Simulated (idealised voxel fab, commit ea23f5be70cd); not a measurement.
Proc. module: voxel trench capacitor
The cross-section on display is named cut; it measures 185 nm wide, and its cells are 5 nm squares.
Just so we're on the same page, the cross-sections are grids of square cells, and they're listed out in bands top to bottom, each band one or more rows deep. Basically the band line says how high the top is and how high the bottom is, in nm, and then what's in it from left to right, every material with its width in nm. Empty space shows up as "air", and if a single material carries "all across" it runs the full band edge to edge. It should be noted that heights are counted from 0, beneath which the wafer as supplied is of one material throughout, and that the lowest band possesses no lower boundary but continues downward, as written in "from 0 down". Quick explanation for "30..40": the width changes in equal steps down the rows of cells, from the first number in the band's top row to the second number in its bottom row. You'll sometimes find "everything unchanged" written for a step, and that's the way of saying that nowhere in the cross-section did a cell change during that step. "closed voids" means: voids of 8 cells or more that are shut off from the top with no open way through. Written width x height at distance, distance from the left edge, in nm. What comes after the settings on a step's line is commentary from the simulator itself on that step. The line of a step may include "overlay nm". On a step with a mask, this value is how far to the right of its planned place the mask lay. A negative value means the mask lay to the left.

Process steps (planned):
1) op RECEIVE | material Si
2) op CONFORMAL_DEP | material SiN | thk nm 5
3) op DIRECTIONAL_DEP | material aC | thk nm 10
4) op PATTERN | tone open | mask id TRENCH | material resist | width nm 20 | pitch nm 45 | thk nm 25 | overlay nm 0
5) op DIRECTIONAL_ETCH | etch materials aC | depth nm 10
6) op STRIP | etch materials resist
7) op DIRECTIONAL_ETCH | etch materials SiN | depth nm 5
8) op DIRECTIONAL_ETCH | etch materials Si | depth nm 30
9) op STRIP | etch materials aC
10) op CONFORMAL_DEP | material Al2O3 | thk nm 5
11) op FILL_DEP | material polySi | thk nm 10
12) op CMP | height nm 5
Variable across wafers: step 8 depth nm (plan value is that of the first wafer; starting state common to all).

Cross-section of the first of several received wafers, showing its state after step 1:
	from 0 down  Si all across
	closed voids: none

Take a look at the first of several wafers in cross-section: the module is done, and step 12 was its last step:
	from 5 to 0  SiN (15), Al2O3 (5), polySi (10), Al2O3 (5), SiN (25), Al2O3 (5), polySi (10), Al2O3 (5), SiN (25), Al2O3 (5), polySi (10), Al2O3 (5), SiN (25), Al2O3 (5), polySi (10), Al2O3 (5), SiN (15)
	from 0 to -25  Si (15), Al2O3 (5), polySi (10), Al2O3 (5), Si (25), Al2O3 (5), polySi (10), Al2O3 (5), Si (25), Al2O3 (5), polySi (10), Al2O3 (5), Si (25), Al2O3 (5), polySi (10), Al2O3 (5), Si (15)
	from -25 to -30  Si (15), Al2O3 (20), Si (25), Al2O3 (20), Si (25), Al2O3 (20), Si (25), Al2O3 (20), Si (15)
	from -30 down  Si all across
	closed voids: none

Cross-section, last wafer, module completion:
	from 5 to 0  SiN (15), Al2O3 (5), polySi (10), Al2O3 (5), SiN (25), Al2O3 (5), polySi (10), Al2O3 (5), SiN (25), Al2O3 (5), polySi (10), Al2O3 (5), SiN (25), Al2O3 (5), polySi (10), Al2O3 (5), SiN (15)
	from 0 to -50  Si (15), Al2O3 (5), polySi (10), Al2O3 (5), Si (25), Al2O3 (5), polySi (10), Al2O3 (5), Si (25), Al2O3 (5), polySi (10), Al2O3 (5), Si (25), Al2O3 (5), polySi (10), Al2O3 (5), Si (15)
	from -50 to -55  Si (15), Al2O3 (20), Si (25), Al2O3 (20), Si (25), Al2O3 (20), Si (25), Al2O3 (20), Si (15)
	from -55 down  Si all across
	closed voids: none

What follows is a table in which each wafer occupies a row; for the wafer as it stands at the close of the module, the row states, material by material, how many cells have been gained (+) or lost (-) since receipt, and then gives its closed voids:
depth nm 30 | +64 Al2O3 | -96 Si | +21 SiN | +48 polySi | closed voids: none
depth nm 35 | +72 Al2O3 | -112 Si | +21 SiN | +56 polySi | closed voids: none
depth nm 40 | +80 Al2O3 | -128 Si | +21 SiN | +64 polySi | closed voids: none
depth nm 45 | +88 Al2O3 | -144 Si | +21 SiN | +72 polySi | closed voids: none
depth nm 50 | +96 Al2O3 | -160 Si | +21 SiN | +80 polySi | closed voids: none
depth nm 55 | +104 Al2O3 | -176 Si | +21 SiN | +88 polySi | closed voids: none
